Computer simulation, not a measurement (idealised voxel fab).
You're looking at the process module voxel transistor to metal.
It is cross-section cut that appears here, measuring 205 nm in width, its square cells being 5 nm in size.
This document writes a cross-section as a grid whose cells are square, and gives it as bands, listed from the top down; one or more rows of cells form a band. Band entry format. Leading values: height of top, height of bottom, nm. Remainder: materials in left-to-right order, each with its width in nm. Special words: "throughout" on a single material, which then fills the band edge to edge; "blank", empty space. The reference from which all heights are counted is 0, the level beneath which the as-received wafer is entirely one material; the lowest band, having no lower bound, proceeds downward and is written after the example "top 0, no bottom". A width given as "30..40" starts at the first number in the band's top row and ends at the second number in its bottom row, shifting by an equal amount at every step from row to row. "remained unchanged" after a step means that no cell of the cross-section changed. Entry "Closed-off voids" = empty spaces >= 8 cells with no open way to the top; each as width x height at distance, distance from left edge, all nm. after a step's settings: what the simulator itself notes on the step. overlay nm: how far to the right of its planned place the mask lay on this masked step (negative: to the left).
**Set out below are the planned steps of the process**
1. RECEIVE,material Si
2. CONFORMAL_DEP,material SiO2,thk nm 5
3. CONFORMAL_DEP,material SiN,thk nm 15
4. MASKED_ETCH,tone cover,mask id ACTIVE,width nm 95,etch materials SiN,depth nm 15,overlay nm 0
5. MASKED_ETCH,tone cover,mask id ACTIVE,width nm 95,etch materials SiO2,depth nm 5,overlay nm 0
6. MASKED_ETCH,tone cover,mask id ACTIVE,width nm 95,etch materials Si,depth nm 25,overlay nm 0
7. FILL_DEP,material SiO2,thk nm 15
8. CMP,height nm 20
9. SELECTIVE_ETCH,etch materials SiO2,depth nm 15
10. STRIP,etch materials SiN
11. SELECTIVE_ETCH,etch materials SiO2,depth nm 5
12. OXIDIZE,depth nm 5
13. DIRECTIONAL_DEP,material polySi,thk nm 30
14. DIRECTIONAL_DEP,material SiCN,thk nm 15
15. DIRECTIONAL_DEP,material aC,thk nm 15
16. PATTERN,tone cover,mask id GATE,material resist,width nm 15,thk nm 35,overlay nm 0
17. DIRECTIONAL_ETCH,etch materials aC,depth nm 15
18. STRIP,etch materials resist
19. DIRECTIONAL_ETCH,etch materials SiCN,depth nm 25
20. DIRECTIONAL_ETCH,etch materials polySi,depth nm 40
21. STRIP,etch materials aC
22. CONFORMAL_DEP,material SiN,thk nm 5
23. DIRECTIONAL_ETCH,etch materials SiN,depth nm 5
24. DIRECTIONAL_ETCH,etch materials SiO2,depth nm 5
25. DIRECTIONAL_ETCH,etch materials Si,depth nm 15
26. EPI,material pSi,thk nm 20
27. FILL_DEP,material SiO2,thk nm 5
28. CMP,height nm 45
29. DIRECTIONAL_DEP,material SiO2,thk nm 15
30. PATTERN,tone open,mask id CONTACT,material resist,width nm 20,pitch nm 65,thk nm 15,overlay nm 0
31. DIRECTIONAL_ETCH,etch materials SiO2,depth nm 60
32. STRIP,etch materials resist
33. CONFORMAL_DEP,material TiN,thk nm 5
34. FILL_DEP,material W,thk nm 10
35. CMP,height nm 60
36. CONFORMAL_DEP,material SiCN,thk nm 5
37. DIRECTIONAL_DEP,material lowk,thk nm 20
38. MASKED_ETCH,tone open,mask id METAL_1,width nm 20,pitch nm 65,etch materials lowk,depth nm 20,overlay nm 0
39. MASKED_ETCH,tone open,mask id METAL_1,width nm 20,pitch nm 65,etch materials SiCN,depth nm 5,overlay nm 0
40. CONFORMAL_DEP,material TiN,thk nm 5
41. FILL_DEP,material Cu,thk nm 5
42. CMP,height nm 85
43. CONFORMAL_DEP,material SiCN,thk nm 5
44. DIRECTIONAL_DEP,material SiO2,thk nm 30
45. PATTERN,tone open,mask id METAL_2_HOLES,material resist,width nm 15,pitch nm 65,thk nm 15,overlay nm 0
46. DIRECTIONAL_ETCH,etch materials SiO2,depth nm 30
47. STRIP,etch materials resist
48. MASKED_ETCH,tone open,mask id METAL_2,width nm 20,pitch nm 65,etch materials SiO2,depth nm 15,overlay nm 0
49. MASKED_ETCH,tone open,mask id METAL_2,width nm 20,pitch nm 65,etch materials SiCN,depth nm 5,overlay nm 0
50. CONFORMAL_DEP,material TiN,thk nm 5
51. FILL_DEP,material Cu,thk nm 10
52. CMP,height nm 120
53. CONFORMAL_DEP,material SiCN,thk nm 5
**First of two wafers - as planned**
**Shown in cross-section is the wafer as received, that is, as it stands after step 1**
    top 0, no bottom: Si throughout
    Closed-off voids: none
**Cross-section: wafer state after step 2**
    top 5, bottom 0: SiO2 throughout
    Everything under 0 stays put, no change at all.
**Cross-section: wafer state after step 3**
    top 20, bottom 5: SiN throughout
    Everything under 5 stays put, no change at all.
**Cross-section: wafer state after step 4**
    top 20, bottom 5: blank 55 nm  SiN 95 nm  blank 55 nm
    Everything under 5 stays put, no change at all.
**Cross-section: wafer state after step 5**
    top 20, bottom 5: blank 55 nm  SiN 95 nm  blank 55 nm
    top 5, bottom 0: blank 55 nm  SiO2 95 nm  blank 55 nm
    Everything under 0 stays put, no change at all.
**Cross-section: wafer state after step 6**
    top 20, bottom 5: blank 55 nm  SiN 95 nm  blank 55 nm
    top 5, bottom 0: blank 55 nm  SiO2 95 nm  blank 55 nm
    top 0, bottom -25: blank 55 nm  Si 95 nm  blank 55 nm
    Everything under -25 stays put, no change at all.
**Cross-section: wafer state after step 7**
    top 35, bottom 20: SiO2 throughout
    top 20, bottom 5: SiO2 55 nm  SiN 95 nm  SiO2 55 nm
    top 5, bottom 0: SiO2 throughout
    top 0, bottom -25: SiO2 55 nm  Si 95 nm  SiO2 55 nm
    Everything under -25 stays put, no change at all.
**Cross-section: wafer state after step 8**
    top 20, bottom 5: SiO2 55 nm  SiN 95 nm  SiO2 55 nm
    Everything under 5 stays put, no change at all.
**Cross-section: wafer state after step 9**
    top 20, bottom 5: blank 55 nm  SiN 95 nm  blank 55 nm
    Everything under 5 stays put, no change at all.
**Cross-section: wafer state after step 10**
    top 5, bottom 0: SiO2 throughout
    Everything under 0 stays put, no change at all.
**Cross-section: wafer state after step 11**
    top 0, bottom -25: SiO2 55 nm  Si 95 nm  SiO2 55 nm
    Everything under -25 stays put, no change at all.
**Cross-section: wafer state after step 12**
    top 0, bottom -5: SiO2 throughout
    Everything under -5 stays put, no change at all.
**Cross-section: wafer state after step 13**
    top 30, bottom 0: polySi throughout
    Everything under 0 stays put, no change at all.
**Cross-section: wafer state after step 14**
    top 45, bottom 30: SiCN throughout
    Everything under 30 stays put, no change at all.
**Cross-section: wafer state after step 15**
    top 60, bottom 45: aC throughout
    Everything under 45 stays put, no change at all.
**Cross-section: wafer state after step 16**
    top 95, bottom 60: blank 95 nm  resist 15 nm  blank 95 nm
    Everything under 60 stays put, no change at all.
**Cross-section: wafer state after step 17**
    top 80, bottom 60: blank 95 nm  resist 15 nm  blank 95 nm
    top 60, bottom 45: blank 95 nm  aC 15 nm  blank 95 nm
    Everything under 45 stays put, no change at all.
**Cross-section: wafer state after step 18**
    top 60, bottom 45: blank 95 nm  aC 15 nm  blank 95 nm
    Everything under 45 stays put, no change at all.
**Cross-section: wafer state after step 19**
    top 60, bottom 45: blank 95 nm  aC 15 nm  blank 95 nm
    top 45, bottom 30: blank 95 nm  SiCN 15 nm  blank 95 nm
    Everything under 30 stays put, no change at all.
**Cross-section: wafer state after step 20**
    top 60, bottom 45: blank 95 nm  aC 15 nm  blank 95 nm
    top 45, bottom 30: blank 95 nm  SiCN 15 nm  blank 95 nm
    top 30, bottom 0: blank 95 nm  polySi 15 nm  blank 95 nm
    Everything under 0 stays put, no change at all.
**Cross-section: wafer state after step 21**
    top 45, bottom 30: blank 95 nm  SiCN 15 nm  blank 95 nm
    Everything under 30 stays put, no change at all.
**Cross-section: wafer state after step 22**
    top 50, bottom 45: blank 90 nm  SiN 25 nm  blank 90 nm
    top 45, bottom 30: blank 90 nm  SiN 5 nm  SiCN 15 nm  SiN 5 nm  blank 90 nm
    top 30, bottom 5: blank 90 nm  SiN 5 nm  polySi 15 nm  SiN 5 nm  blank 90 nm
    top 5, bottom 0: SiN 95 nm  polySi 15 nm  SiN 95 nm
    Everything under 0 stays put, no change at all.
**Cross-section: wafer state after step 23**
    top 45, bottom 30: blank 90 nm  SiN 5 nm  SiCN 15 nm  SiN 5 nm  blank 90 nm
    top 30, bottom 0: blank 90 nm  SiN 5 nm  polySi 15 nm  SiN 5 nm  blank 90 nm
    Everything under 0 stays put, no change at all.
**Cross-section: wafer state after step 24**
    top 45, bottom 30: blank 90 nm  SiN 5 nm  SiCN 15 nm  SiN 5 nm  blank 90 nm
    top 30, bottom 0: blank 90 nm  SiN 5 nm  polySi 15 nm  SiN 5 nm  blank 90 nm
    top 0, bottom -5: blank 90 nm  SiO2 25 nm  blank 90 nm
    Everything under -5 stays put, no change at all.
**Cross-section: wafer state after step 25**
    top 45, bottom 30: blank 90 nm  SiN 5 nm  SiCN 15 nm  SiN 5 nm  blank 90 nm
    top 30, bottom 0: blank 90 nm  SiN 5 nm  polySi 15 nm  SiN 5 nm  blank 90 nm
    top 0, bottom -5: blank 90 nm  SiO2 25 nm  blank 90 nm
    top -5, bottom -20: SiO2 55 nm  blank 35 nm  Si 25 nm  blank 35 nm  SiO2 55 nm
    Everything under -20 stays put, no change at all.
**Cross-section: wafer state after step 26**
    top 45, bottom 30: blank 90 nm  SiN 5 nm  SiCN 15 nm  SiN 5 nm  blank 90 nm
    top 30, bottom 15: blank 90 nm  SiN 5 nm  polySi 15 nm  SiN 5 nm  blank 90 nm
    top 15, bottom 0: blank 70 nm  pSi 20 nm  SiN 5 nm  polySi 15 nm  SiN 5 nm  pSi 20 nm  blank 70 nm
    top 0, bottom -5: blank 50 nm  pSi 40 nm  SiO2 25 nm  pSi 40 nm  blank 50 nm
    top -5, bottom -20: SiO2 55 nm  pSi 35 nm  Si 25 nm  pSi 35 nm  SiO2 55 nm
    Everything under -20 stays put, no change at all.
**Cross-section: wafer state after step 27**
    top 50, bottom 45: SiO2 throughout
    top 45, bottom 30: SiO2 90 nm  SiN 5 nm  SiCN 15 nm  SiN 5 nm  SiO2 90 nm
    top 30, bottom 15: SiO2 90 nm  SiN 5 nm  polySi 15 nm  SiN 5 nm  SiO2 90 nm
    top 15, bottom 0: SiO2 70 nm  pSi 20 nm  SiN 5 nm  polySi 15 nm  SiN 5 nm  pSi 20 nm  SiO2 70 nm
    top 0, bottom -5: SiO2 50 nm  pSi 40 nm  SiO2 25 nm  pSi 40 nm  SiO2 50 nm
    Everything under -5 stays put, no change at all.
**Cross-section: wafer state after step 28**
    top 45, bottom 30: SiO2 90 nm  SiN 5 nm  SiCN 15 nm  SiN 5 nm  SiO2 90 nm
    Everything under 30 stays put, no change at all.
**Cross-section: wafer state after step 29**
    top 60, bottom 45: SiO2 throughout
    Everything under 45 stays put, no change at all.
**Cross-section: wafer state after step 30**
    top 75, bottom 60: resist 60 nm  blank 20 nm  resist 45 nm  blank 20 nm  resist 60 nm
    Everything under 60 stays put, no change at all.
**Cross-section: wafer state after step 31**
    top 75, bottom 60: resist 60 nm  blank 20 nm  resist 45 nm  blank 20 nm  resist 60 nm
    top 60, bottom 45: SiO2 60 nm  blank 20 nm  SiO2 45 nm  blank 20 nm  SiO2 60 nm
    top 45, bottom 30: SiO2 60 nm  blank 20 nm  SiO2 10 nm  SiN 5 nm  SiCN 15 nm  SiN 5 nm  SiO2 10 nm  blank 20 nm  SiO2 60 nm
    top 30, bottom 15: SiO2 60 nm  blank 20 nm  SiO2 10 nm  SiN 5 nm  polySi 15 nm  SiN 5 nm  SiO2 10 nm  blank 20 nm  SiO2 60 nm
    top 15, bottom 0: SiO2 60 nm  blank 10 nm  pSi 20 nm  SiN 5 nm  polySi 15 nm  SiN 5 nm  pSi 20 nm  blank 10 nm  SiO2 60 nm
    Everything under 0 stays put, no change at all.
**Cross-section: wafer state after step 32**
    top 60, bottom 45: SiO2 60 nm  blank 20 nm  SiO2 45 nm  blank 20 nm  SiO2 60 nm
    Everything under 45 stays put, no change at all.
**Cross-section: wafer state after step 33**
    top 65, bottom 60: TiN 65 nm  blank 10 nm  TiN 55 nm  blank 10 nm  TiN 65 nm
    top 60, bottom 45: SiO2 60 nm  TiN 5 nm  blank 10 nm  TiN 5 nm  SiO2 45 nm  TiN 5 nm  blank 10 nm  TiN 5 nm  SiO2 60 nm
    top 45, bottom 30: SiO2 60 nm  TiN 5 nm  blank 10 nm  TiN 5 nm  SiO2 10 nm  SiN 5 nm  SiCN 15 nm  SiN 5 nm  SiO2 10 nm  TiN 5 nm  blank 10 nm  TiN 5 nm  SiO2 60 nm
    top 30, bottom 20: SiO2 60 nm  TiN 5 nm  blank 10 nm  TiN 5 nm  SiO2 10 nm  SiN 5 nm  polySi 15 nm  SiN 5 nm  SiO2 10 nm  TiN 5 nm  blank 10 nm  TiN 5 nm  SiO2 60 nm
    top 20, bottom 15: SiO2 60 nm  TiN 20 nm  SiO2 10 nm  SiN 5 nm  polySi 15 nm  SiN 5 nm  SiO2 10 nm  TiN 20 nm  SiO2 60 nm
    top 15, bottom 0: SiO2 60 nm  TiN 10 nm  pSi 20 nm  SiN 5 nm  polySi 15 nm  SiN 5 nm  pSi 20 nm  TiN 10 nm  SiO2 60 nm
    Everything under 0 stays put, no change at all.
**Cross-section: wafer state after step 34**
    top 75, bottom 65: W throughout
    top 65, bottom 60: TiN 65 nm  W 10 nm  TiN 55 nm  W 10 nm  TiN 65 nm
    top 60, bottom 45: SiO2 60 nm  TiN 5 nm  W 10 nm  TiN 5 nm  SiO2 45 nm  TiN 5 nm  W 10 nm  TiN 5 nm  SiO2 60 nm
    top 45, bottom 30: SiO2 60 nm  TiN 5 nm  W 10 nm  TiN 5 nm  SiO2 10 nm  SiN 5 nm  SiCN 15 nm  SiN 5 nm  SiO2 10 nm  TiN 5 nm  W 10 nm  TiN 5 nm  SiO2 60 nm
    top 30, bottom 20: SiO2 60 nm  TiN 5 nm  W 10 nm  TiN 5 nm  SiO2 10 nm  SiN 5 nm  polySi 15 nm  SiN 5 nm  SiO2 10 nm  TiN 5 nm  W 10 nm  TiN 5 nm  SiO2 60 nm
    Everything under 20 stays put, no change at all.
**Cross-section: wafer state after step 35**
    top 60, bottom 45: SiO2 60 nm  TiN 5 nm  W 10 nm  TiN 5 nm  SiO2 45 nm  TiN 5 nm  W 10 nm  TiN 5 nm  SiO2 60 nm
    Everything under 45 stays put, no change at all.
**Cross-section: wafer state after step 36**
    top 65, bottom 60: SiCN throughout
    Everything under 60 stays put, no change at all.
**Cross-section: wafer state after step 37**
    top 85, bottom 65: lowk throughout
    Everything under 65 stays put, no change at all.
**Cross-section: wafer state after step 38**
    top 85, bottom 65: lowk 60 nm  blank 20 nm  lowk 45 nm  blank 20 nm  lowk 60 nm
    Everything under 65 stays put, no change at all.
**Cross-section: wafer state after step 39**
    top 85, bottom 65: lowk 60 nm  blank 20 nm  lowk 45 nm  blank 20 nm  lowk 60 nm
    top 65, bottom 60: SiCN 60 nm  blank 20 nm  SiCN 45 nm  blank 20 nm  SiCN 60 nm
    Everything under 60 stays put, no change at all.
**Cross-section: wafer state after step 40**
    top 90, bottom 85: TiN 65 nm  blank 10 nm  TiN 55 nm  blank 10 nm  TiN 65 nm
    top 85, bottom 65: lowk 60 nm  TiN 5 nm  blank 10 nm  TiN 5 nm  lowk 45 nm  TiN 5 nm  blank 10 nm  TiN 5 nm  lowk 60 nm
    top 65, bottom 60: SiCN 60 nm  TiN 20 nm  SiCN 45 nm  TiN 20 nm  SiCN 60 nm
    Everything under 60 stays put, no change at all.
**Cross-section: wafer state after step 41**
    top 95, bottom 90: Cu throughout
    top 90, bottom 85: TiN 65 nm  Cu 10 nm  TiN 55 nm  Cu 10 nm  TiN 65 nm
    top 85, bottom 65: lowk 60 nm  TiN 5 nm  Cu 10 nm  TiN 5 nm  lowk 45 nm  TiN 5 nm  Cu 10 nm  TiN 5 nm  lowk 60 nm
    Everything under 65 stays put, no change at all.
**Cross-section: wafer state after step 42**
    top 85, bottom 65: lowk 60 nm  TiN 5 nm  Cu 10 nm  TiN 5 nm  lowk 45 nm  TiN 5 nm  Cu 10 nm  TiN 5 nm  lowk 60 nm
    Everything under 65 stays put, no change at all.
**Cross-section: wafer state after step 43**
    top 90, bottom 85: SiCN throughout
    Everything under 85 stays put, no change at all.
**Cross-section: wafer state after step 44**
    top 120, bottom 90: SiO2 throughout
    Everything under 90 stays put, no change at all.
**Cross-section: wafer state after step 45**
    top 135, bottom 120: resist 60 nm  blank 15 nm  resist 50 nm  blank 15 nm  resist 65 nm
    Everything under 120 stays put, no change at all.
**Cross-section: wafer state after step 46**
    top 135, bottom 120: resist 60 nm  blank 15 nm  resist 50 nm  blank 15 nm  resist 65 nm
    top 120, bottom 90: SiO2 60 nm  blank 15 nm  SiO2 50 nm  blank 15 nm  SiO2 65 nm
    Everything under 90 stays put, no change at all.
**Cross-section: wafer state after step 47**
    top 120, bottom 90: SiO2 60 nm  blank 15 nm  SiO2 50 nm  blank 15 nm  SiO2 65 nm
    Everything under 90 stays put, no change at all.
**Cross-section: wafer state after step 48**
    top 120, bottom 105: SiO2 60 nm  blank 20 nm  SiO2 45 nm  blank 20 nm  SiO2 60 nm
    Everything under 105 stays put, no change at all.
**Cross-section: wafer state after step 49**
    top 120, bottom 105: SiO2 60 nm  blank 20 nm  SiO2 45 nm  blank 20 nm  SiO2 60 nm
    top 105, bottom 90: SiO2 60 nm  blank 15 nm  SiO2 50 nm  blank 15 nm  SiO2 65 nm
    top 90, bottom 85: SiCN 60 nm  blank 15 nm  SiCN 50 nm  blank 15 nm  SiCN 65 nm
    Everything under 85 stays put, no change at all.
**Cross-section: wafer state after step 50**
    top 125, bottom 120: TiN 65 nm  blank 10 nm  TiN 55 nm  blank 10 nm  TiN 65 nm
    top 120, bottom 110: SiO2 60 nm  TiN 5 nm  blank 10 nm  TiN 5 nm  SiO2 45 nm  TiN 5 nm  blank 10 nm  TiN 5 nm  SiO2 60 nm
    top 110, bottom 105: SiO2 60 nm  TiN 5 nm  blank 5 nm  TiN 10 nm  SiO2 45 nm  TiN 5 nm  blank 5 nm  TiN 10 nm  SiO2 60 nm
    top 105, bottom 90: SiO2 60 nm  TiN 5 nm  blank 5 nm  TiN 5 nm  SiO2 50 nm  TiN 5 nm  blank 5 nm  TiN 5 nm  SiO2 65 nm
    top 90, bottom 85: SiCN 60 nm  TiN 15 nm  SiCN 50 nm  TiN 15 nm  SiCN 65 nm
    Everything under 85 stays put, no change at all.
**Cross-section: wafer state after step 51**
    top 135, bottom 125: Cu throughout
    top 125, bottom 120: TiN 65 nm  Cu 10 nm  TiN 55 nm  Cu 10 nm  TiN 65 nm
    top 120, bottom 110: SiO2 60 nm  TiN 5 nm  Cu 10 nm  TiN 5 nm  SiO2 45 nm  TiN 5 nm  Cu 10 nm  TiN 5 nm  SiO2 60 nm
    top 110, bottom 105: SiO2 60 nm  TiN 5 nm  Cu 5 nm  TiN 10 nm  SiO2 45 nm  TiN 5 nm  Cu 5 nm  TiN 10 nm  SiO2 60 nm
    top 105, bottom 90: SiO2 60 nm  TiN 5 nm  Cu 5 nm  TiN 5 nm  SiO2 50 nm  TiN 5 nm  Cu 5 nm  TiN 5 nm  SiO2 65 nm
    Everything under 90 stays put, no change at all.
**Cross-section: wafer state after step 52**
    top 120, bottom 110: SiO2 60 nm  TiN 5 nm  Cu 10 nm  TiN 5 nm  SiO2 45 nm  TiN 5 nm  Cu 10 nm  TiN 5 nm  SiO2 60 nm
    Everything under 110 stays put, no change at all.
**Cross-section: wafer state after step 53**
    top 125, bottom 120: SiCN throughout
    Everything under 120 stays put, no change at all.
**Now the other wafer: same start, same recipe, but we messed up one thing when running it. Up to and including step 28 it's the same as the first one**
**What the second wafer looks like in cross-section when step 29 should have wrapped up**
    top 75, bottom 45: SiO2 throughout
    Everything under 45 stays put, no change at all.
**What the second wafer looks like in cross-section when step 30 should have wrapped up**
    top 90, bottom 75: resist 60 nm  blank 20 nm  resist 45 nm  blank 20 nm  resist 60 nm
    Everything under 75 stays put, no change at all.
**What the second wafer looks like in cross-section when step 31 should have wrapped up**
    top 90, bottom 75: resist 60 nm  blank 20 nm  resist 45 nm  blank 20 nm  resist 60 nm
    top 75, bottom 45: SiO2 60 nm  blank 20 nm  SiO2 45 nm  blank 20 nm  SiO2 60 nm
    top 45, bottom 30: SiO2 60 nm  blank 20 nm  SiO2 10 nm  SiN 5 nm  SiCN 15 nm  SiN 5 nm  SiO2 10 nm  blank 20 nm  SiO2 60 nm
    top 30, bottom 15: SiO2 60 nm  blank 20 nm  SiO2 10 nm  SiN 5 nm  polySi 15 nm  SiN 5 nm  SiO2 10 nm  blank 20 nm  SiO2 60 nm
    Everything under 15 stays put, no change at all.
**What the second wafer looks like in cross-section when step 32 should have wrapped up**
    top 75, bottom 45: SiO2 60 nm  blank 20 nm  SiO2 45 nm  blank 20 nm  SiO2 60 nm
    Everything under 45 stays put, no change at all.
**What the second wafer looks like in cross-section when step 33 should have wrapped up**
    top 80, bottom 75: TiN 65 nm  blank 10 nm  TiN 55 nm  blank 10 nm  TiN 65 nm
    top 75, bottom 45: SiO2 60 nm  TiN 5 nm  blank 10 nm  TiN 5 nm  SiO2 45 nm  TiN 5 nm  blank 10 nm  TiN 5 nm  SiO2 60 nm
    top 45, bottom 30: SiO2 60 nm  TiN 5 nm  blank 10 nm  TiN 5 nm  SiO2 10 nm  SiN 5 nm  SiCN 15 nm  SiN 5 nm  SiO2 10 nm  TiN 5 nm  blank 10 nm  TiN 5 nm  SiO2 60 nm
    top 30, bottom 20: SiO2 60 nm  TiN 5 nm  blank 10 nm  TiN 5 nm  SiO2 10 nm  SiN 5 nm  polySi 15 nm  SiN 5 nm  SiO2 10 nm  TiN 5 nm  blank 10 nm  TiN 5 nm  SiO2 60 nm
    top 20, bottom 15: SiO2 60 nm  TiN 20 nm  SiO2 10 nm  SiN 5 nm  polySi 15 nm  SiN 5 nm  SiO2 10 nm  TiN 20 nm  SiO2 60 nm
    Everything under 15 stays put, no change at all.
**What the second wafer looks like in cross-section when step 34 should have wrapped up**
    top 90, bottom 80: W throughout
    top 80, bottom 75: TiN 65 nm  W 10 nm  TiN 55 nm  W 10 nm  TiN 65 nm
    top 75, bottom 45: SiO2 60 nm  TiN 5 nm  W 10 nm  TiN 5 nm  SiO2 45 nm  TiN 5 nm  W 10 nm  TiN 5 nm  SiO2 60 nm
    top 45, bottom 30: SiO2 60 nm  TiN 5 nm  W 10 nm  TiN 5 nm  SiO2 10 nm  SiN 5 nm  SiCN 15 nm  SiN 5 nm  SiO2 10 nm  TiN 5 nm  W 10 nm  TiN 5 nm  SiO2 60 nm
    top 30, bottom 20: SiO2 60 nm  TiN 5 nm  W 10 nm  TiN 5 nm  SiO2 10 nm  SiN 5 nm  polySi 15 nm  SiN 5 nm  SiO2 10 nm  TiN 5 nm  W 10 nm  TiN 5 nm  SiO2 60 nm
    Everything under 20 stays put, no change at all.
**What the second wafer looks like in cross-section when step 35 should have wrapped up**
    top 60, bottom 45: SiO2 60 nm  TiN 5 nm  W 10 nm  TiN 5 nm  SiO2 45 nm  TiN 5 nm  W 10 nm  TiN 5 nm  SiO2 60 nm
    Everything under 45 stays put, no change at all.
**What the second wafer looks like in cross-section when step 36 should have wrapped up**
    top 65, bottom 60: SiCN throughout
    Everything under 60 stays put, no change at all.
**What the second wafer looks like in cross-section when step 37 should have wrapped up**
    top 85, bottom 65: lowk throughout
    Everything under 65 stays put, no change at all.
**What the second wafer looks like in cross-section when step 38 should have wrapped up**
    top 85, bottom 65: lowk 60 nm  blank 20 nm  lowk 45 nm  blank 20 nm  lowk 60 nm
    Everything under 65 stays put, no change at all.
**What the second wafer looks like in cross-section when step 39 should have wrapped up**
    top 85, bottom 65: lowk 60 nm  blank 20 nm  lowk 45 nm  blank 20 nm  lowk 60 nm
    top 65, bottom 60: SiCN 60 nm  blank 20 nm  SiCN 45 nm  blank 20 nm  SiCN 60 nm
    Everything under 60 stays put, no change at all.
**What the second wafer looks like in cross-section when step 40 should have wrapped up**
    top 90, bottom 85: TiN 65 nm  blank 10 nm  TiN 55 nm  blank 10 nm  TiN 65 nm
    top 85, bottom 65: lowk 60 nm  TiN 5 nm  blank 10 nm  TiN 5 nm  lowk 45 nm  TiN 5 nm  blank 10 nm  TiN 5 nm  lowk 60 nm
    top 65, bottom 60: SiCN 60 nm  TiN 20 nm  SiCN 45 nm  TiN 20 nm  SiCN 60 nm
    Everything under 60 stays put, no change at all.
**What the second wafer looks like in cross-section when step 41 should have wrapped up**
    top 95, bottom 90: Cu throughout
    top 90, bottom 85: TiN 65 nm  Cu 10 nm  TiN 55 nm  Cu 10 nm  TiN 65 nm
    top 85, bottom 65: lowk 60 nm  TiN 5 nm  Cu 10 nm  TiN 5 nm  lowk 45 nm  TiN 5 nm  Cu 10 nm  TiN 5 nm  lowk 60 nm
    Everything under 65 stays put, no change at all.
**What the second wafer looks like in cross-section when step 42 should have wrapped up**
    top 85, bottom 65: lowk 60 nm  TiN 5 nm  Cu 10 nm  TiN 5 nm  lowk 45 nm  TiN 5 nm  Cu 10 nm  TiN 5 nm  lowk 60 nm
    Everything under 65 stays put, no change at all.
**What the second wafer looks like in cross-section when step 43 should have wrapped up**
    top 90, bottom 85: SiCN throughout
    Everything under 85 stays put, no change at all.
**What the second wafer looks like in cross-section when step 44 should have wrapped up**
    top 120, bottom 90: SiO2 throughout
    Everything under 90 stays put, no change at all.
**What the second wafer looks like in cross-section when step 45 should have wrapped up**
    top 135, bottom 120: resist 60 nm  blank 15 nm  resist 50 nm  blank 15 nm  resist 65 nm
    Everything under 120 stays put, no change at all.
**What the second wafer looks like in cross-section when step 46 should have wrapped up**
    top 135, bottom 120: resist 60 nm  blank 15 nm  resist 50 nm  blank 15 nm  resist 65 nm
    top 120, bottom 90: SiO2 60 nm  blank 15 nm  SiO2 50 nm  blank 15 nm  SiO2 65 nm
    Everything under 90 stays put, no change at all.
**What the second wafer looks like in cross-section when step 47 should have wrapped up**
    top 120, bottom 90: SiO2 60 nm  blank 15 nm  SiO2 50 nm  blank 15 nm  SiO2 65 nm
    Everything under 90 stays put, no change at all.
**What the second wafer looks like in cross-section when step 48 should have wrapped up**
    top 120, bottom 105: SiO2 60 nm  blank 20 nm  SiO2 45 nm  blank 20 nm  SiO2 60 nm
    Everything under 105 stays put, no change at all.
**What the second wafer looks like in cross-section when step 49 should have wrapped up**
    top 120, bottom 105: SiO2 60 nm  blank 20 nm  SiO2 45 nm  blank 20 nm  SiO2 60 nm
    top 105, bottom 90: SiO2 60 nm  blank 15 nm  SiO2 50 nm  blank 15 nm  SiO2 65 nm
    top 90, bottom 85: SiCN 60 nm  blank 15 nm  SiCN 50 nm  blank 15 nm  SiCN 65 nm
    Everything under 85 stays put, no change at all.
**What the second wafer looks like in cross-section when step 50 should have wrapped up**
    top 125, bottom 120: TiN 65 nm  blank 10 nm  TiN 55 nm  blank 10 nm  TiN 65 nm
    top 120, bottom 110: SiO2 60 nm  TiN 5 nm  blank 10 nm  TiN 5 nm  SiO2 45 nm  TiN 5 nm  blank 10 nm  TiN 5 nm  SiO2 60 nm
    top 110, bottom 105: SiO2 60 nm  TiN 5 nm  blank 5 nm  TiN 10 nm  SiO2 45 nm  TiN 5 nm  blank 5 nm  TiN 10 nm  SiO2 60 nm
    top 105, bottom 90: SiO2 60 nm  TiN 5 nm  blank 5 nm  TiN 5 nm  SiO2 50 nm  TiN 5 nm  blank 5 nm  TiN 5 nm  SiO2 65 nm
    top 90, bottom 85: SiCN 60 nm  TiN 15 nm  SiCN 50 nm  TiN 15 nm  SiCN 65 nm
    Everything under 85 stays put, no change at all.
**What the second wafer looks like in cross-section when step 51 should have wrapped up**
    top 135, bottom 125: Cu throughout
    top 125, bottom 120: TiN 65 nm  Cu 10 nm  TiN 55 nm  Cu 10 nm  TiN 65 nm
    top 120, bottom 110: SiO2 60 nm  TiN 5 nm  Cu 10 nm  TiN 5 nm  SiO2 45 nm  TiN 5 nm  Cu 10 nm  TiN 5 nm  SiO2 60 nm
    top 110, bottom 105: SiO2 60 nm  TiN 5 nm  Cu 5 nm  TiN 10 nm  SiO2 45 nm  TiN 5 nm  Cu 5 nm  TiN 10 nm  SiO2 60 nm
    top 105, bottom 90: SiO2 60 nm  TiN 5 nm  Cu 5 nm  TiN 5 nm  SiO2 50 nm  TiN 5 nm  Cu 5 nm  TiN 5 nm  SiO2 65 nm
    Everything under 90 stays put, no change at all.
**What the second wafer looks like in cross-section when step 52 should have wrapped up**
    top 120, bottom 110: SiO2 60 nm  TiN 5 nm  Cu 10 nm  TiN 5 nm  SiO2 45 nm  TiN 5 nm  Cu 10 nm  TiN 5 nm  SiO2 60 nm
    Everything under 110 stays put, no change at all.
**What the second wafer looks like in cross-section when step 53 should have wrapped up**
    top 125, bottom 120: SiCN throughout
    Everything under 120 stays put, no change at all.
Error vs. plan: heads up, step 29 of the plan got done twice
Once processing is complete, comparing cell counts shows that the second wafer has more or fewer of certain materials than the first: SiO2: 12 more | TiN: 12 fewer
